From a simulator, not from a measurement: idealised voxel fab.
The process module presented herein is designated voxel self aligned vias.
Section shown: cut. Width: 290 nm. Cell size: 5 nm, square.
Cross-sections here: square-cell grids, written as top-down lists of bands, a band being one or more rows of cells.
Quick guide to a band line: top height, bottom height (nm) up front; then every material left to right with its width in nm. Only one material and it's marked "full width"? Then it fills the band edge to edge. And "empty" just means empty space.
Beneath 0, the wafer as received is one material, and that level is where height counting begins. The lowest band goes on downward without a bottom; it is written like "0 -> down".
The expression "30..40" gives the width at the extremes of the band, the first number at its top row of cells and the second at its bottom row, with the width changing by equal amounts from each row to the next in between.
Step note "no modification" = no cross-section cell changed.
You'll see "Completely sealed voids" listing empty spaces that have no way open to the top, as long as they're 8 cells or more; the notation is width x height at distance, where the distance is from the left edge, and all of it is in nm.
Text after the settings on a step's line: the simulator's own remark on that step.
Each step line may optionally specify "overlay nm", which for a step with a mask gives the rightward distance between the mask's planned place and where it lay, a negative value indicating the leftward direction.

[List of planned process steps]
1 RECEIVE | material Si
2 CONFORMAL_DEP | material SiO2 | thk nm 15
3 CONFORMAL_DEP | material SiCN | thk nm 5
4 DIRECTIONAL_DEP | material lowk | thk nm 20
5 DIRECTIONAL_DEP | material aC | thk nm 15
6 PATTERN | tone open | mask id LINES | material resist | width nm 30 | pitch nm 75 | thk nm 35 | overlay nm 0
7 DIRECTIONAL_ETCH | etch materials aC | depth nm 15
8 STRIP | etch materials resist
9 DIRECTIONAL_ETCH | etch materials lowk | depth nm 20
10 STRIP | etch materials aC
11 CONFORMAL_DEP | material TiN | thk nm 5
12 FILL_DEP | material W | thk nm 5
13 CMP | height nm 40
14 SELECTIVE_ETCH | etch materials W Ru TiN | depth nm 10
15 FILL_DEP | material SiN | thk nm 5
16 CMP | height nm 40
17 DIRECTIONAL_DEP | material lowk | thk nm 15
18 MASKED_ETCH | tone open | mask id VIAS | width nm 50 | pitch nm 75 | etch materials lowk | depth nm 15 | overlay nm 0
19 MASKED_ETCH | tone open | mask id VIAS | width nm 50 | pitch nm 75 | etch materials SiN | depth nm 10 | overlay nm 0
20 CONFORMAL_DEP | material TiN | thk nm 5
21 FILL_DEP | material Ru | thk nm 10
22 CMP | height nm 55
23 CONFORMAL_DEP | material SiCN | thk nm 5

[Wafer as received: cross-section following step 1]
- 0 -> down: Si full width
- Completely sealed voids: none

[Result of the module, cross-sectioned: start per above, plan per above, one error in how it was run]
- 65 -> 60: SiCN full width
- 60 -> 55: TiN 50  Ru 40  TiN 35  Ru 40  TiN 35  Ru 40  TiN 50
- 55 -> 45: lowk 45  TiN 5  Ru 40  TiN 5  lowk 25  TiN 5  Ru 40  TiN 5  lowk 25  TiN 5  Ru 40  TiN 5  lowk 45
- 45 -> 35: lowk 45..55  TiN 15..5  Ru 20  TiN 15..5  lowk 25..45  TiN 15..5  Ru 20  TiN 15..5  lowk 25..45  TiN 15..5  Ru 20  TiN 15..5  lowk 45..55
- 35 -> 30: lowk 55  TiN 30  lowk 45  TiN 30  lowk 45  TiN 30  lowk 55
- 30 -> 25: lowk 55  TiN 5  W 20  TiN 5  lowk 45  TiN 5  W 20  TiN 5  lowk 45  TiN 5  W 20  TiN 5  lowk 55
- 25 -> 20: lowk 55  TiN 30  lowk 45  TiN 30  lowk 45  TiN 30  lowk 55
- 20 -> 15: SiCN full width
- 15 -> 0: SiO2 full width
- 0 -> down: Si full width
- Completely sealed voids: none
Where did the run depart from the plan? step 22 did not use the planned setting and instead ran as CMP | height nm 60
